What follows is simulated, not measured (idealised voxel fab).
The process module that follows is named voxel wiring stack.
Cross-section cut: width 220 nm, square cells of 5 nm.
Cross-section spec: square-cell grid; bands listed top down; each band is one or more rows. A band entry consists of two parts. The first gives the height of the band's top and the height of its bottom, in nm. The rest lists the band's materials from left to right, each with its width in nm. A single material labelled with the word "all across" fills the band from edge to edge, and the word "blank" marks empty space. Below 0: as-received wafer, all one material; heights counted from there. Lowest band: no bottom, goes on down, written "0 down". The two numbers in a width such as "30..40" mark its ends across the band: the first belongs to the top row of cells, the second to the bottom row, and from each row to the next the width moves by the same amount. "identical to before" for a step: no cell of the cross-section changed in that step. "Closed-off voids" means: voids of 8 cells or more that are shut off from the top with no open way through. Written width x height at distance, distance from the left edge, in nm. Note: text after step settings on the step line = simulator remark on that step. The optional step-line setting "overlay nm" applies to steps with a mask and quantifies how far to the right of its planned location the mask lay, a negative value indicating leftward placement.
[So here's the lineup of process steps we planned]
1: RECEIVE (material Si)
2: CONFORMAL_DEP (material SiO2; thk nm 15)
3: DIRECTIONAL_DEP (material TiN; thk nm 5)
4: DIRECTIONAL_DEP (material W; thk nm 15)
5: DIRECTIONAL_DEP (material aC; thk nm 10)
6: PATTERN (tone cover; mask id METAL_1; material resist; width nm 20; pitch nm 50; thk nm 25; overlay nm 0)
7: DIRECTIONAL_ETCH (etch materials aC; depth nm 10)
8: STRIP (etch materials resist)
9: DIRECTIONAL_ETCH (etch materials W; depth nm 15)
10: DIRECTIONAL_ETCH (etch materials TiN; depth nm 5)
11: STRIP (etch materials aC)
12: CONFORMAL_DEP (material SiN; thk nm 5)
13: FILL_DEP (material SiO2; thk nm 10)
14: CMP (height nm 35)
15: CONFORMAL_DEP (material SiCN; thk nm 5)
16: DIRECTIONAL_DEP (material lowk; thk nm 10)
17: DIRECTIONAL_DEP (material aC; thk nm 15)
18: PATTERN (tone open; mask id PLUG_1; material resist; width nm 15; pitch nm 50; thk nm 30; overlay nm 0)
19: DIRECTIONAL_ETCH (etch materials aC; depth nm 15)
20: STRIP (etch materials resist)
21: DIRECTIONAL_ETCH (etch materials lowk; depth nm 10)
22: DIRECTIONAL_ETCH (etch materials SiCN; depth nm 5)
23: STRIP (etch materials aC)
24: EPI (material Ru; thk nm 10)
25: EPI (material Ru; thk nm 5)
26: CONFORMAL_DEP (material SiCN; thk nm 5)
27: DIRECTIONAL_DEP (material SiO2; thk nm 25)
28: MASKED_ETCH (tone open; mask id METAL_2; width nm 20; pitch nm 50; etch materials SiO2; depth nm 25; overlay nm 0)
29: MASKED_ETCH (tone open; mask id METAL_2; width nm 20; pitch nm 50; etch materials SiCN; depth nm 5; overlay nm 0)
30: CONFORMAL_DEP (material TiN; thk nm 5)
31: FILL_DEP (material W; thk nm 10)
32: CMP (height nm 80)
33: CONFORMAL_DEP (material SiCN; thk nm 5)
34: DIRECTIONAL_DEP (material SiO2; thk nm 10)
35: DIRECTIONAL_DEP (material aC; thk nm 15)
36: PATTERN (tone open; mask id PLUG_2; material resist; width nm 15; pitch nm 50; thk nm 30; overlay nm 0)
37: DIRECTIONAL_ETCH (etch materials aC; depth nm 15)
38: STRIP (etch materials resist)
39: DIRECTIONAL_ETCH (etch materials SiO2; depth nm 10)
40: DIRECTIONAL_ETCH (etch materials SiCN; depth nm 5)
41: STRIP (etch materials aC)
42: EPI (material Ru; thk nm 10)
43: EPI (material Ru; thk nm 5)
44: DIRECTIONAL_DEP (material TiN; thk nm 5)
45: DIRECTIONAL_DEP (material Ru; thk nm 20)
46: MASKED_ETCH (tone cover; mask id METAL_3; width nm 20; pitch nm 50; etch materials Ru; depth nm 20; overlay nm 0)
47: MASKED_ETCH (tone cover; mask id METAL_3; width nm 20; pitch nm 50; etch materials TiN; depth nm 5; overlay nm 0)
48: CONFORMAL_DEP (material SiCN; thk nm 5)
49: FILL_DEP (material SiO2; thk nm 10)
50: CMP (height nm 120)
51: CONFORMAL_DEP (material SiN; thk nm 5)
[First of two wafers, with the run carried out as planned]
[as received, after step 1]
- 0 down  Si all across
- Closed-off voids: none
[Cross-section through the wafer, step 2 finished]
- 15 to 0  SiO2 all across
- Under the height 0 nothing was changed.
[Cross-section through the wafer, step 3 finished]
- 20 to 15  TiN all across
- Under the height 15 nothing was changed.
[Cross-section through the wafer, step 4 finished]
- 35 to 20  W all across
- Under the height 20 nothing was changed.
[Cross-section through the wafer, step 5 finished]
- 45 to 35  aC all across
- Under the height 35 nothing was changed.
[Cross-section through the wafer, step 6 finished]
- 70 to 45  blank 75; resist 20; blank 30; resist 20; blank 75
- Under the height 45 nothing was changed.
[Cross-section through the wafer, step 7 finished]
- 60 to 45  blank 75; resist 20; blank 30; resist 20; blank 75
- 45 to 35  blank 75; aC 20; blank 30; aC 20; blank 75
- Under the height 35 nothing was changed.
[Cross-section through the wafer, step 8 finished]
- 45 to 35  blank 75; aC 20; blank 30; aC 20; blank 75
- Under the height 35 nothing was changed.
[Cross-section through the wafer, step 9 finished]
- 45 to 35  blank 75; aC 20; blank 30; aC 20; blank 75
- 35 to 20  blank 75; W 20; blank 30; W 20; blank 75
- Under the height 20 nothing was changed.
[Cross-section through the wafer, step 10 finished]
- 45 to 35  blank 75; aC 20; blank 30; aC 20; blank 75
- 35 to 20  blank 75; W 20; blank 30; W 20; blank 75
- 20 to 15  blank 75; TiN 20; blank 30; TiN 20; blank 75
- Under the height 15 nothing was changed.
[Cross-section through the wafer, step 11 finished]
- 35 to 20  blank 75; W 20; blank 30; W 20; blank 75
- Under the height 20 nothing was changed.
[Cross-section through the wafer, step 12 finished]
- 40 to 35  blank 70; SiN 30; blank 20; SiN 30; blank 70
- 35 to 20  blank 70; SiN 5; W 20; SiN 5; blank 20; SiN 5; W 20; SiN 5; blank 70
- 20 to 15  SiN 75; TiN 20; SiN 30; TiN 20; SiN 75
- Under the height 15 nothing was changed.
[Cross-section through the wafer, step 13 finished]
- 50 to 40  SiO2 all across
- 40 to 35  SiO2 70; SiN 30; SiO2 20; SiN 30; SiO2 70
- 35 to 20  SiO2 70; SiN 5; W 20; SiN 5; SiO2 20; SiN 5; W 20; SiN 5; SiO2 70
- Under the height 20 nothing was changed.
[Cross-section through the wafer, step 14 finished]
- 35 to 20  SiO2 70; SiN 5; W 20; SiN 5; SiO2 20; SiN 5; W 20; SiN 5; SiO2 70
- Under the height 20 nothing was changed.
[Cross-section through the wafer, step 15 finished]
- 40 to 35  SiCN all across
- Under the height 35 nothing was changed.
[Cross-section through the wafer, step 16 finished]
- 50 to 40  lowk all across
- Under the height 40 nothing was changed.
[Cross-section through the wafer, step 17 finished]
- 65 to 50  aC all across
- Under the height 50 nothing was changed.
[Cross-section through the wafer, step 18 finished]
- 95 to 65  resist 75; blank 15; resist 35; blank 15; resist 80
- Under the height 65 nothing was changed.
[Cross-section through the wafer, step 19 finished]
- 80 to 65  resist 75; blank 15; resist 35; blank 15; resist 80
- 65 to 50  aC 75; blank 15; aC 35; blank 15; aC 80
- Under the height 50 nothing was changed.
[Cross-section through the wafer, step 20 finished]
- 65 to 50  aC 75; blank 15; aC 35; blank 15; aC 80
- Under the height 50 nothing was changed.
[Cross-section through the wafer, step 21 finished]
- 65 to 50  aC 75; blank 15; aC 35; blank 15; aC 80
- 50 to 40  lowk 75; blank 15; lowk 35; blank 15; lowk 80
- Under the height 40 nothing was changed.
[Cross-section through the wafer, step 22 finished]
- 65 to 50  aC 75; blank 15; aC 35; blank 15; aC 80
- 50 to 40  lowk 75; blank 15; lowk 35; blank 15; lowk 80
- 40 to 35  SiCN 75; blank 15; SiCN 35; blank 15; SiCN 80
- Under the height 35 nothing was changed.
[Cross-section through the wafer, step 23 finished]
- 50 to 40  lowk 75; blank 15; lowk 35; blank 15; lowk 80
- Under the height 40 nothing was changed.
[Cross-section through the wafer, step 24 finished]
- 50 to 45  lowk 75; blank 15; lowk 35; blank 15; lowk 80
- 45 to 40  lowk 75; Ru 15; lowk 35; Ru 15; lowk 80
- 40 to 35  SiCN 75; Ru 15; SiCN 35; Ru 15; SiCN 80
- Under the height 35 nothing was changed.
[Cross-section through the wafer, step 25 finished]
- 50 to 40  lowk 75; Ru 15; lowk 35; Ru 15; lowk 80
- Under the height 40 nothing was changed.
[Cross-section through the wafer, step 26 finished]
- 55 to 50  SiCN all across
- Under the height 50 nothing was changed.
[Cross-section through the wafer, step 27 finished]
- 80 to 55  SiO2 all across
- Under the height 55 nothing was changed.
[Cross-section through the wafer, step 28 finished]
- 80 to 55  SiO2 75; blank 20; SiO2 30; blank 20; SiO2 75
- Under the height 55 nothing was changed.
[Cross-section through the wafer, step 29 finished]
- 80 to 55  SiO2 75; blank 20; SiO2 30; blank 20; SiO2 75
- 55 to 50  SiCN 75; blank 20; SiCN 30; blank 20; SiCN 75
- Under the height 50 nothing was changed.
[Cross-section through the wafer, step 30 finished]
- 85 to 80  TiN 80; blank 10; TiN 40; blank 10; TiN 80
- 80 to 55  SiO2 75; TiN 5; blank 10; TiN 5; SiO2 30; TiN 5; blank 10; TiN 5; SiO2 75
- 55 to 50  SiCN 75; TiN 20; SiCN 30; TiN 20; SiCN 75
- Under the height 50 nothing was changed.
[Cross-section through the wafer, step 31 finished]
- 95 to 85  W all across
- 85 to 80  TiN 80; W 10; TiN 40; W 10; TiN 80
- 80 to 55  SiO2 75; TiN 5; W 10; TiN 5; SiO2 30; TiN 5; W 10; TiN 5; SiO2 75
- Under the height 55 nothing was changed.
[Cross-section through the wafer, step 32 finished]
- 80 to 55  SiO2 75; TiN 5; W 10; TiN 5; SiO2 30; TiN 5; W 10; TiN 5; SiO2 75
- Under the height 55 nothing was changed.
[Cross-section through the wafer, step 33 finished]
- 85 to 80  SiCN all across
- Under the height 80 nothing was changed.
[Cross-section through the wafer, step 34 finished]
- 95 to 85  SiO2 all across
- Under the height 85 nothing was changed.
[Cross-section through the wafer, step 35 finished]
- 110 to 95  aC all across
- Under the height 95 nothing was changed.
[Cross-section through the wafer, step 36 finished]
- 140 to 110  resist 75; blank 15; resist 35; blank 15; resist 80
- Under the height 110 nothing was changed.
[Cross-section through the wafer, step 37 finished]
- 125 to 110  resist 75; blank 15; resist 35; blank 15; resist 80
- 110 to 95  aC 75; blank 15; aC 35; blank 15; aC 80
- Under the height 95 nothing was changed.
[Cross-section through the wafer, step 38 finished]
- 110 to 95  aC 75; blank 15; aC 35; blank 15; aC 80
- Under the height 95 nothing was changed.
[Cross-section through the wafer, step 39 finished]
- 110 to 95  aC 75; blank 15; aC 35; blank 15; aC 80
- 95 to 85  SiO2 75; blank 15; SiO2 35; blank 15; SiO2 80
- Under the height 85 nothing was changed.
[Cross-section through the wafer, step 40 finished]
- 110 to 95  aC 75; blank 15; aC 35; blank 15; aC 80
- 95 to 85  SiO2 75; blank 15; SiO2 35; blank 15; SiO2 80
- 85 to 80  SiCN 75; blank 15; SiCN 35; blank 15; SiCN 80
- Under the height 80 nothing was changed.
[Cross-section through the wafer, step 41 finished]
- 95 to 85  SiO2 75; blank 15; SiO2 35; blank 15; SiO2 80
- Under the height 85 nothing was changed.
[Cross-section through the wafer, step 42 finished]
- 95 to 90  SiO2 75; blank 15; SiO2 35; blank 15; SiO2 80
- 90 to 85  SiO2 75; Ru 15; SiO2 35; Ru 15; SiO2 80
- 85 to 80  SiCN 75; Ru 15; SiCN 35; Ru 15; SiCN 80
- Under the height 80 nothing was changed.
[Cross-section through the wafer, step 43 finished]
- 95 to 85  SiO2 75; Ru 15; SiO2 35; Ru 15; SiO2 80
- Under the height 85 nothing was changed.
[Cross-section through the wafer, step 44 finished]
- 100 to 95  TiN all across
- Under the height 95 nothing was changed.
[Cross-section through the wafer, step 45 finished]
- 120 to 100  Ru all across
- Under the height 100 nothing was changed.
[Cross-section through the wafer, step 46 finished]
- 120 to 100  blank 75; Ru 20; blank 30; Ru 20; blank 75
- Under the height 100 nothing was changed.
[Cross-section through the wafer, step 47 finished]
- 120 to 100  blank 75; Ru 20; blank 30; Ru 20; blank 75
- 100 to 95  blank 75; TiN 20; blank 30; TiN 20; blank 75
- Under the height 95 nothing was changed.
[Cross-section through the wafer, step 48 finished]
- 125 to 120  blank 70; SiCN 30; blank 20; SiCN 30; blank 70
- 120 to 100  blank 70; SiCN 5; Ru 20; SiCN 5; blank 20; SiCN 5; Ru 20; SiCN 5; blank 70
- 100 to 95  SiCN 75; TiN 20; SiCN 30; TiN 20; SiCN 75
- Under the height 95 nothing was changed.
[Cross-section through the wafer, step 49 finished]
- 135 to 125  SiO2 all across
- 125 to 120  SiO2 70; SiCN 30; SiO2 20; SiCN 30; SiO2 70
- 120 to 100  SiO2 70; SiCN 5; Ru 20; SiCN 5; SiO2 20; SiCN 5; Ru 20; SiCN 5; SiO2 70
- Under the height 100 nothing was changed.
[Cross-section through the wafer, step 50 finished]
- 120 to 100  SiO2 70; SiCN 5; Ru 20; SiCN 5; SiO2 20; SiCN 5; Ru 20; SiCN 5; SiO2 70
- Under the height 100 nothing was changed.
[Cross-section through the wafer, step 51 finished]
- 125 to 120  SiN all across
- Under the height 120 nothing was changed.
[Second wafer. Start and plan as for the first. One mistake made in running. Agrees with the first up to and including step 11]
[Look at the second wafer in cross-section at the time step 12 ought to have finished]
- 40 to 35  blank 70; Ru 30; blank 20; Ru 30; blank 70
- 35 to 20  blank 70; Ru 5; W 20; Ru 5; blank 20; Ru 5; W 20; Ru 5; blank 70
- 20 to 15  Ru 75; TiN 20; Ru 30; TiN 20; Ru 75
- Under the height 15 nothing was changed.
[Look at the second wafer in cross-section at the time step 13 ought to have finished]
- 50 to 40  SiO2 all across
- 40 to 35  SiO2 70; Ru 30; SiO2 20; Ru 30; SiO2 70
- 35 to 20  SiO2 70; Ru 5; W 20; Ru 5; SiO2 20; Ru 5; W 20; Ru 5; SiO2 70
- Under the height 20 nothing was changed.
[Look at the second wafer in cross-section at the time step 14 ought to have finished]
- 35 to 20  SiO2 70; Ru 5; W 20; Ru 5; SiO2 20; Ru 5; W 20; Ru 5; SiO2 70
- Under the height 20 nothing was changed.
[Look at the second wafer in cross-section at the time step 15 ought to have finished]
- 40 to 35  SiCN all across
- Under the height 35 nothing was changed.
[Look at the second wafer in cross-section at the time step 16 ought to have finished]
- 50 to 40  lowk all across
- Under the height 40 nothing was changed.
[Look at the second wafer in cross-section at the time step 17 ought to have finished]
- 65 to 50  aC all across
- Under the height 50 nothing was changed.
[Look at the second wafer in cross-section at the time step 18 ought to have finished]
- 95 to 65  resist 75; blank 15; resist 35; blank 15; resist 80
- Under the height 65 nothing was changed.
[Look at the second wafer in cross-section at the time step 19 ought to have finished]
- 80 to 65  resist 75; blank 15; resist 35; blank 15; resist 80
- 65 to 50  aC 75; blank 15; aC 35; blank 15; aC 80
- Under the height 50 nothing was changed.
[Look at the second wafer in cross-section at the time step 20 ought to have finished]
- 65 to 50  aC 75; blank 15; aC 35; blank 15; aC 80
- Under the height 50 nothing was changed.
[Look at the second wafer in cross-section at the time step 21 ought to have finished]
- 65 to 50  aC 75; blank 15; aC 35; blank 15; aC 80
- 50 to 40  lowk 75; blank 15; lowk 35; blank 15; lowk 80
- Under the height 40 nothing was changed.
[Look at the second wafer in cross-section at the time step 22 ought to have finished]
- 65 to 50  aC 75; blank 15; aC 35; blank 15; aC 80
- 50 to 40  lowk 75; blank 15; lowk 35; blank 15; lowk 80
- 40 to 35  SiCN 75; blank 15; SiCN 35; blank 15; SiCN 80
- Under the height 35 nothing was changed.
[Look at the second wafer in cross-section at the time step 23 ought to have finished]
- 50 to 40  lowk 75; blank 15; lowk 35; blank 15; lowk 80
- Under the height 40 nothing was changed.
[Look at the second wafer in cross-section at the time step 24 ought to have finished]
- 50 to 45  lowk 75; blank 15; lowk 35; blank 15; lowk 80
- 45 to 40  lowk 75; Ru 15; lowk 35; Ru 15; lowk 80
- 40 to 35  SiCN 75; Ru 15; SiCN 35; Ru 15; SiCN 80
- Under the height 35 nothing was changed.
[Look at the second wafer in cross-section at the time step 25 ought to have finished]
- 50 to 40  lowk 75; Ru 15; lowk 35; Ru 15; lowk 80
- Under the height 40 nothing was changed.
[Look at the second wafer in cross-section at the time step 26 ought to have finished]
- 55 to 50  SiCN all across
- Under the height 50 nothing was changed.
[Look at the second wafer in cross-section at the time step 27 ought to have finished]
- 80 to 55  SiO2 all across
- Under the height 55 nothing was changed.
[Look at the second wafer in cross-section at the time step 28 ought to have finished]
- 80 to 55  SiO2 75; blank 20; SiO2 30; blank 20; SiO2 75
- Under the height 55 nothing was changed.
[Look at the second wafer in cross-section at the time step 29 ought to have finished]
- 80 to 55  SiO2 75; blank 20; SiO2 30; blank 20; SiO2 75
- 55 to 50  SiCN 75; blank 20; SiCN 30; blank 20; SiCN 75
- Under the height 50 nothing was changed.
[Look at the second wafer in cross-section at the time step 30 ought to have finished]
- 85 to 80  TiN 80; blank 10; TiN 40; blank 10; TiN 80
- 80 to 55  SiO2 75; TiN 5; blank 10; TiN 5; SiO2 30; TiN 5; blank 10; TiN 5; SiO2 75
- 55 to 50  SiCN 75; TiN 20; SiCN 30; TiN 20; SiCN 75
- Under the height 50 nothing was changed.
[Look at the second wafer in cross-section at the time step 31 ought to have finished]
- 95 to 85  W all across
- 85 to 80  TiN 80; W 10; TiN 40; W 10; TiN 80
- 80 to 55  SiO2 75; TiN 5; W 10; TiN 5; SiO2 30; TiN 5; W 10; TiN 5; SiO2 75
- Under the height 55 nothing was changed.
[Look at the second wafer in cross-section at the time step 32 ought to have finished]
- 80 to 55  SiO2 75; TiN 5; W 10; TiN 5; SiO2 30; TiN 5; W 10; TiN 5; SiO2 75
- Under the height 55 nothing was changed.
[Look at the second wafer in cross-section at the time step 33 ought to have finished]
- 85 to 80  SiCN all across
- Under the height 80 nothing was changed.
[Look at the second wafer in cross-section at the time step 34 ought to have finished]
- 95 to 85  SiO2 all across
- Under the height 85 nothing was changed.
[Look at the second wafer in cross-section at the time step 35 ought to have finished]
- 110 to 95  aC all across
- Under the height 95 nothing was changed.
[Look at the second wafer in cross-section at the time step 36 ought to have finished]
- 140 to 110  resist 75; blank 15; resist 35; blank 15; resist 80
- Under the height 110 nothing was changed.
[Look at the second wafer in cross-section at the time step 37 ought to have finished]
- 125 to 110  resist 75; blank 15; resist 35; blank 15; resist 80
- 110 to 95  aC 75; blank 15; aC 35; blank 15; aC 80
- Under the height 95 nothing was changed.
[Look at the second wafer in cross-section at the time step 38 ought to have finished]
- 110 to 95  aC 75; blank 15; aC 35; blank 15; aC 80
- Under the height 95 nothing was changed.
[Look at the second wafer in cross-section at the time step 39 ought to have finished]
- 110 to 95  aC 75; blank 15; aC 35; blank 15; aC 80
- 95 to 85  SiO2 75; blank 15; SiO2 35; blank 15; SiO2 80
- Under the height 85 nothing was changed.
[Look at the second wafer in cross-section at the time step 40 ought to have finished]
- 110 to 95  aC 75; blank 15; aC 35; blank 15; aC 80
- 95 to 85  SiO2 75; blank 15; SiO2 35; blank 15; SiO2 80
- 85 to 80  SiCN 75; blank 15; SiCN 35; blank 15; SiCN 80
- Under the height 80 nothing was changed.
[Look at the second wafer in cross-section at the time step 41 ought to have finished]
- 95 to 85  SiO2 75; blank 15; SiO2 35; blank 15; SiO2 80
- Under the height 85 nothing was changed.
[Look at the second wafer in cross-section at the time step 42 ought to have finished]
- 95 to 90  SiO2 75; blank 15; SiO2 35; blank 15; SiO2 80
- 90 to 85  SiO2 75; Ru 15; SiO2 35; Ru 15; SiO2 80
- 85 to 80  SiCN 75; Ru 15; SiCN 35; Ru 15; SiCN 80
- Under the height 80 nothing was changed.
[Look at the second wafer in cross-section at the time step 43 ought to have finished]
- 95 to 85  SiO2 75; Ru 15; SiO2 35; Ru 15; SiO2 80
- Under the height 85 nothing was changed.
[Look at the second wafer in cross-section at the time step 44 ought to have finished]
- 100 to 95  TiN all across
- Under the height 95 nothing was changed.
[Look at the second wafer in cross-section at the time step 45 ought to have finished]
- 120 to 100  Ru all across
- Under the height 100 nothing was changed.
[Look at the second wafer in cross-section at the time step 46 ought to have finished]
- 120 to 100  blank 75; Ru 20; blank 30; Ru 20; blank 75
- Under the height 100 nothing was changed.
[Look at the second wafer in cross-section at the time step 47 ought to have finished]
- 120 to 100  blank 75; Ru 20; blank 30; Ru 20; blank 75
- 100 to 95  blank 75; TiN 20; blank 30; TiN 20; blank 75
- Under the height 95 nothing was changed.
[Look at the second wafer in cross-section at the time step 48 ought to have finished]
- 125 to 120  blank 70; SiCN 30; blank 20; SiCN 30; blank 70
- 120 to 100  blank 70; SiCN 5; Ru 20; SiCN 5; blank 20; SiCN 5; Ru 20; SiCN 5; blank 70
- 100 to 95  SiCN 75; TiN 20; SiCN 30; TiN 20; SiCN 75
- Under the height 95 nothing was changed.
[Look at the second wafer in cross-section at the time step 49 ought to have finished]
- 135 to 125  SiO2 all across
- 125 to 120  SiO2 70; SiCN 30; SiO2 20; SiCN 30; SiO2 70
- 120 to 100  SiO2 70; SiCN 5; Ru 20; SiCN 5; SiO2 20; SiCN 5; Ru 20; SiCN 5; SiO2 70
- Under the height 100 nothing was changed.
[Look at the second wafer in cross-section at the time step 50 ought to have finished]
- 120 to 100  SiO2 70; SiCN 5; Ru 20; SiCN 5; SiO2 20; SiCN 5; Ru 20; SiCN 5; SiO2 70
- Under the height 100 nothing was changed.
[Look at the second wafer in cross-section at the time step 51 ought to have finished]
- 125 to 120  SiN all across
- Under the height 120 nothing was changed.
Nonconformance to the process plan: note that step 12 departed from the planned setting and was carried out as CONFORMAL_DEP (material Ru; thk nm 5)
Final wafer comparison in cells, second versus first, more or fewer per material: Ru +48 | SiN -48
